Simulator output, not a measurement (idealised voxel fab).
Documented hereafter: the process module known as voxel air gaps.
Displayed cross-section: cut, width of 265 nm, square cells sized 5 nm.
Cross-section format: a grid of square cells, given as bands from top to bottom; each band is one or more rows of cells. For a band, the entry starts with two heights in nm, that of the top and then that of the bottom, and carries on with the band's materials in order from left to right, each alongside its width in nm; the word "throughout" beside a single material means it fills the band edge to edge, and "empty" means empty space. Height 0 is the level under which the wafer as received is all one material. The lowest band goes on downwards, as in "top 0, no bottom". A width given as "30..40" starts at the first number in the band's top row and ends at the second number in its bottom row, shifting by an equal amount at every step from row to row. Take "nothing different" at face value: in the step it is given for, the cross-section changed in none of its cells. The entry "Completely sealed voids" lists the empty spaces that cover at least 8 cells and have no open path to the top. Each is written as width x height at distance, where the distance is measured from the left edge and all three values are in nm. Where a step's line continues beyond its settings, the continuation is a remark by the simulator itself on that step. What "overlay nm" on a step's line means: if the step has a mask, that mask lay this far to the right of its planned place, or, when the value is negative, to the left.
Steps in the process plan:
1) RECEIVE: material Si
2) CONFORMAL_DEP: material SiO2, thk nm 15
3) CONFORMAL_DEP: material SiN, thk nm 5
4) DIRECTIONAL_DEP: material SiO2, thk nm 40
5) DIRECTIONAL_DEP: material aC, thk nm 15
6) PATTERN: tone open, mask id LINES, material resist, width nm 15, pitch nm 40, thk nm 35, overlay nm 0
7) DIRECTIONAL_ETCH: etch materials aC, depth nm 15
8) STRIP: etch materials resist
9) DIRECTIONAL_ETCH: etch materials SiO2, depth nm 40
10) STRIP: etch materials aC
11) CONFORMAL_DEP: material TiN, thk nm 5
12) FILL_DEP: material W, thk nm 10
13) CMP: height nm 60
14) EPI: material Ru, thk nm 10
15) SELECTIVE_ETCH: etch materials SiO2, depth nm 50
16) CONFORMAL_DEP: material SiN, thk nm 5
Cross-section of the wafer at receipt, which is the condition after step 1:
* top 0, no bottom | Si throughout
* Completely sealed voids: none
The first of two wafers, cross-sectioned at the end of the module, with the run proceeding as planned:
* top 75, bottom 70 | 70 of empty  125 of SiN  70 of empty
* top 70, bottom 60 | 70 of empty  5 of SiN  35 of Ru  5 of SiN  35 of Ru  5 of SiN  35 of Ru  5 of SiN  70 of empty
* top 60, bottom 55 | 70 of empty  15 of SiN  5 of TiN  5 of W  5 of TiN  25 of SiN  5 of TiN  5 of W  5 of TiN  25 of SiN  5 of TiN  5 of W  5 of TiN  15 of SiN  70 of empty
* top 55, bottom 25 | 80 of empty  5 of SiN  5 of TiN  5 of W  5 of TiN  5 of SiN  15 of empty  5 of SiN  5 of TiN  5 of W  5 of TiN  5 of SiN  15 of empty  5 of SiN  5 of TiN  5 of W  5 of TiN  5 of SiN  80 of empty
* top 25, bottom 20 | 85 of SiN  15 of TiN  25 of SiN  15 of TiN  25 of SiN  15 of TiN  85 of SiN
* top 20, bottom 15 | SiN throughout
* top 15, bottom 0 | SiO2 throughout
* top 0, no bottom | Si throughout
* Completely sealed voids: 15 x 30 at 105; 15 x 30 at 145
This is the second of the two wafers, cross-sectioned at the end of the module; it started exactly like the first and was given the same plan, but it was run with one mistake:
* top 90, bottom 85 | SiN throughout
* top 85, bottom 75 | Ru throughout
* top 75, bottom 65 | W throughout
* top 65, bottom 60 | 90 of TiN  5 of W  35 of TiN  5 of W  35 of TiN  5 of W  90 of TiN
* top 60, bottom 25 | 85 of SiO2  5 of TiN  5 of W  5 of TiN  25 of SiO2  5 of TiN  5 of W  5 of TiN  25 of SiO2  5 of TiN  5 of W  5 of TiN  85 of SiO2
* top 25, bottom 20 | 85 of SiO2  15 of TiN  25 of SiO2  15 of TiN  25 of SiO2  15 of TiN  85 of SiO2
* top 20, bottom 15 | SiN throughout
* top 15, bottom 0 | SiO2 throughout
* top 0, no bottom | Si throughout
* Completely sealed voids: none
Deviation from plan: with respect to the plan, step 13 was omitted and not executed
Final cells, second wafer relative to first, materials higher or lower: +64 Ru | -76 SiN | +352 SiO2 | +50 TiN | +109 W
Long story short, the first wafer ends with 2 closed voids and the second one with 0.
